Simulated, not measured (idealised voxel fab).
process module | voxel gate over fins
cross-section cut | 175 nm wide | cells 5 nm
A cross-section is a grid of square cells, given in bands from the top down. A band is one or more rows of cells.
Each band's line starts with the height of the band's top and of its bottom, in nm. Then come its materials from left to right, each with its width in nm. One material with "throughout" fills the band from edge to edge. "air" is empty space.
Height 0 is the level under which the wafer as received is all one material. The lowest band goes on downwards, as in "0 down".
A width such as "30 to 40" changes by the same amount from each row of cells to the next, from the band's top row to its bottom row.
"no change" after a step means that no cell of the cross-section changed.
closed voids: empty space of 8 cells or more with no open way to the top, each as width x height at its distance from the left edge, in nm
after a step's settings: what the simulator itself notes on the step
overlay nm, on a step with a mask: how far to the right of its planned place the mask lay; to the left if negative
plan
1 op RECEIVE | material Si
2 op CONFORMAL_DEP | material SiN | thk nm 5
3 op DIRECTIONAL_DEP | material aC | thk nm 15
4 op PATTERN | tone cover | mask id FINS | material resist | width nm 15 | pitch nm 35 | thk nm 35 | overlay nm 0
5 op DIRECTIONAL_ETCH | etch materials aC | depth nm 15
6 op STRIP | etch materials resist
7 op DIRECTIONAL_ETCH | etch materials SiN | depth nm 5
8 op DIRECTIONAL_ETCH | etch materials Si | depth nm 30
9 op STRIP | etch materials aC
10 op FILL_DEP | material SiO2 | thk nm 5
11 op CMP | height nm 5
12 op SELECTIVE_ETCH | etch materials SiO2 | depth nm 20
13 op STRIP | etch materials SiN
14 op CONFORMAL_DEP | material HfO2 | thk nm 5
15 op CONFORMAL_DEP | material TiN | thk nm 5
16 op FILL_DEP | material W | thk nm 10
17 op CMP | height nm 15
18 op CONFORMAL_DEP | material SiCN | thk nm 10
first wafer, as planned
as received, after step 1
  0 down: Si throughout
  closed voids: none
after step 2
  5 to 0: SiN throughout
  below 0: unchanged
after step 3
  20 to 5: aC throughout
  below 5: unchanged
after step 4
  55 to 20: air 60 | resist 15 | air 20 | resist 15 | air 65
  below 20: unchanged
after step 5
  40 to 20: air 60 | resist 15 | air 20 | resist 15 | air 65
  20 to 5: air 60 | aC 15 | air 20 | aC 15 | air 65
  below 5: unchanged
after step 6
  20 to 5: air 60 | aC 15 | air 20 | aC 15 | air 65
  below 5: unchanged
after step 7
  20 to 5: air 60 | aC 15 | air 20 | aC 15 | air 65
  5 to 0: air 60 | SiN 15 | air 20 | SiN 15 | air 65
  below 0: unchanged
after step 8
  20 to 5: air 60 | aC 15 | air 20 | aC 15 | air 65
  5 to 0: air 60 | SiN 15 | air 20 | SiN 15 | air 65
  0 to -30: air 60 | Si 15 | air 20 | Si 15 | air 65
  below -30: unchanged
after step 9
  5 to 0: air 60 | SiN 15 | air 20 | SiN 15 | air 65
  below 0: unchanged
after step 10
  10 to 5: SiO2 throughout
  5 to 0: SiO2 60 | SiN 15 | SiO2 20 | SiN 15 | SiO2 65
  0 to -30: SiO2 60 | Si 15 | SiO2 20 | Si 15 | SiO2 65
  below -30: unchanged
after step 11
  5 to 0: SiO2 60 | SiN 15 | SiO2 20 | SiN 15 | SiO2 65
  below 0: unchanged
after step 12
  5 to 0: air 60 | SiN 15 | air 20 | SiN 15 | air 65
  0 to -15: air 60 | Si 15 | air 20 | Si 15 | air 65
  below -15: unchanged
after step 13
  0 to -15: air 60 | Si 15 | air 20 | Si 15 | air 65
  below -15: unchanged
after step 14
  5 to 0: air 55 | HfO2 25 | air 10 | HfO2 25 | air 60
  0 to -10: air 55 | HfO2 5 | Si 15 | HfO2 5 | air 10 | HfO2 5 | Si 15 | HfO2 5 | air 60
  -10 to -15: HfO2 60 | Si 15 | HfO2 20 | Si 15 | HfO2 65
  below -15: unchanged
after step 15
  10 to 5: air 50 | TiN 70 | air 55
  5 to 0: air 50 | TiN 5 | HfO2 25 | TiN 10 | HfO2 25 | TiN 5 | air 55
  0 to -5: air 50 | TiN 5 | HfO2 5 | Si 15 | HfO2 5 | TiN 10 | HfO2 5 | Si 15 | HfO2 5 | TiN 5 | air 55
  -5 to -10: TiN 55 | HfO2 5 | Si 15 | HfO2 5 | TiN 10 | HfO2 5 | Si 15 | HfO2 5 | TiN 60
  below -10: unchanged
after step 16
  20 to 10: W throughout
  10 to 5: W 50 | TiN 70 | W 55
  5 to 0: W 50 | TiN 5 | HfO2 25 | TiN 10 | HfO2 25 | TiN 5 | W 55
  0 to -5: W 50 | TiN 5 | HfO2 5 | Si 15 | HfO2 5 | TiN 10 | HfO2 5 | Si 15 | HfO2 5 | TiN 5 | W 55
  below -5: unchanged
after step 17
  15 to 10: W throughout
  below 10: unchanged
after step 18
  25 to 15: SiCN throughout
  below 15: unchanged
second wafer: like start, like plan, one mistake. Through step 3 it matches the first wafer
when step 4 should have ended
  55 to 20: resist 60 | air 15 | resist 20 | air 15 | resist 65
  below 20: unchanged
when step 5 should have ended
  40 to 20: resist 60 | air 15 | resist 20 | air 15 | resist 65
  20 to 5: aC 60 | air 15 | aC 20 | air 15 | aC 65
  below 5: unchanged
when step 6 should have ended
  20 to 5: aC 60 | air 15 | aC 20 | air 15 | aC 65
  below 5: unchanged
when step 7 should have ended
  20 to 5: aC 60 | air 15 | aC 20 | air 15 | aC 65
  5 to 0: SiN 60 | air 15 | SiN 20 | air 15 | SiN 65
  below 0: unchanged
when step 8 should have ended
  20 to 5: aC 60 | air 15 | aC 20 | air 15 | aC 65
  5 to 0: SiN 60 | air 15 | SiN 20 | air 15 | SiN 65
  0 to -30: Si 60 | air 15 | Si 20 | air 15 | Si 65
  below -30: unchanged
when step 9 should have ended
  5 to 0: SiN 60 | air 15 | SiN 20 | air 15 | SiN 65
  below 0: unchanged
when step 10 should have ended
  10 to 5: SiO2 throughout
  5 to 0: SiN 60 | SiO2 15 | SiN 20 | SiO2 15 | SiN 65
  0 to -30: Si 60 | SiO2 15 | Si 20 | SiO2 15 | Si 65
  below -30: unchanged
when step 11 should have ended
  5 to 0: SiN 60 | SiO2 15 | SiN 20 | SiO2 15 | SiN 65
  below 0: unchanged
when step 12 should have ended
  5 to 0: SiN 60 | air 15 | SiN 20 | air 15 | SiN 65
  0 to -15: Si 60 | air 15 | Si 20 | air 15 | Si 65
  below -15: unchanged
when step 13 should have ended
  0 to -15: Si 60 | air 15 | Si 20 | air 15 | Si 65
  below -15: unchanged
when step 14 should have ended
  5 to 0: HfO2 65 | air 5 | HfO2 30 | air 5 | HfO2 70
  0 to -10: Si 60 | HfO2 5 | air 5 | HfO2 5 | Si 20 | HfO2 5 | air 5 | HfO2 5 | Si 65
  -10 to -15: Si 60 | HfO2 15 | Si 20 | HfO2 15 | Si 65
  below -15: unchanged
when step 15 should have ended
  10 to 5: TiN throughout
  5 to 0: HfO2 65 | TiN 5 | HfO2 30 | TiN 5 | HfO2 70
  0 to -10: Si 60 | HfO2 5 | TiN 5 | HfO2 5 | Si 20 | HfO2 5 | TiN 5 | HfO2 5 | Si 65
  below -10: unchanged
when step 16 should have ended
  20 to 10: W throughout
  below 10: unchanged
when step 17 should have ended
  15 to 10: W throughout
  below 10: unchanged
when step 18 should have ended
  25 to 15: SiCN throughout
  below 15: unchanged
what went wrong: step 4 ran as: op PATTERN | tone open | mask id FINS | material resist | width nm 15 | pitch nm 35 | thk nm 35 | overlay nm 0
at the end the second wafer has, in cells: 138 more of Si | 69 fewer of SiO2 | 6 fewer of TiN | 63 fewer of W
